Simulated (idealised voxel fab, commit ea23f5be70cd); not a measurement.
Herein follows the process module entitled voxel quadruple lines.
In the cross-section labelled cut, the width is 300 nm and each square cell is 5 nm.
Just so we're on the same page, the cross-sections are grids of square cells, and they're listed out in bands top to bottom, each band one or more rows deep.
Quick guide to a band line: top height, bottom height (nm) up front; then every material left to right with its width in nm. Only one material and it's marked "full width"? Then it fills the band edge to edge. And "blank" just means empty space.
Height is counted from the level 0, under which the received wafer is composed throughout of one material. The lowest of the bands is not closed at the bottom but continues downward, in the notation "0..down".
When a width is written as two numbers, as in "30->40", the first number is the width in the top row of cells of the band and the second is the width in its bottom row, and the width changes by the same amount from each row to the next.
For the purposes of this document, the phrase "no alteration" attached to a step denotes that no cell within the cross-section was modified by that step.
The entry titled "Listed closed voids" provides the empty spaces that have no open way to the top, restricted to those of 8 cells or more. Each is presented as width x height at distance, the distance being measured from the left edge, with all three in nm.
Step line, after settings: the simulator's comment on this step.
Each step line may optionally specify "overlay nm", which for a step with a mask gives the rightward distance between the mask's planned place and where it lay, a negative value indicating the leftward direction.

The process steps that were planned are listed below
1 op RECEIVE | material Si
2 op CONFORMAL_DEP | material Al2O3 | thk nm 5
3 op DIRECTIONAL_DEP | material W | thk nm 15
4 op DIRECTIONAL_DEP | material polySi | thk nm 20
5 op DIRECTIONAL_DEP | material aC | thk nm 25
6 op PATTERN | tone cover | mask id MANDREL | material resist | width nm 25 | pitch nm 80 | thk nm 35 | overlay nm 0
7 op DIRECTIONAL_ETCH | etch materials aC | depth nm 25
8 op STRIP | etch materials resist
9 op CONFORMAL_DEP | material SiO2 | thk nm 15
10 op DIRECTIONAL_ETCH | etch materials SiO2 | depth nm 15
11 op STRIP | etch materials aC
12 op DIRECTIONAL_ETCH | etch materials polySi | depth nm 20
13 op STRIP | etch materials SiO2
14 op CONFORMAL_DEP | material SiCN | thk nm 5
15 op DIRECTIONAL_ETCH | etch materials SiCN | depth nm 5
16 op STRIP | etch materials polySi
17 op DIRECTIONAL_ETCH | etch materials W | depth nm 15
18 op STRIP | etch materials SiCN
19 op FILL_DEP | material SiO2 | thk nm 10
20 op CMP | height nm 20

Cross-section of the incoming wafer, state after step 1
  0..down  Si full width
  Listed closed voids: none

Run as planned - first of the two wafers cross-sectioned at the end of the module
  20..5  SiO2 75 nm, then W 5 nm, then SiO2 15 nm, then W 5 nm, then SiO2 15 nm, then W 5 nm, then SiO2 15 nm, then W 5 nm, then SiO2 15 nm, then W 5 nm, then SiO2 15 nm, then W 5 nm, then SiO2 15 nm, then W 5 nm, then SiO2 15 nm, then W 5 nm, then SiO2 80 nm
  5..0  Al2O3 full width
  0..down  Si full width
  Listed closed voids: none

This cross-section belongs to the second wafer of two at the end of the module; the start and the plan were shared with the first, and the run included one mistake
  20..5  SiO2 75 nm, then W 5 nm, then SiO2 15 nm, then W 5 nm, then SiO2 15 nm, then W 5 nm, then SiO2 15 nm, then W 5 nm, then SiO2 15 nm, then W 5 nm, then SiO2 15 nm, then W 5 nm, then SiO2 15 nm, then W 5 nm, then SiO2 15 nm, then W 5 nm, then SiO2 80 nm
  5..0  W full width
  0..down  Si full width
  Listed closed voids: none
It is concluded that the wafer was processed incorrectly with respect to the plan, in that step 2 off recipe, ran as op CONFORMAL_DEP | material W | thk nm 5
At the finish, the second wafer shows more or fewer cells for some materials than the first does: Al2O3 -60 | W +60
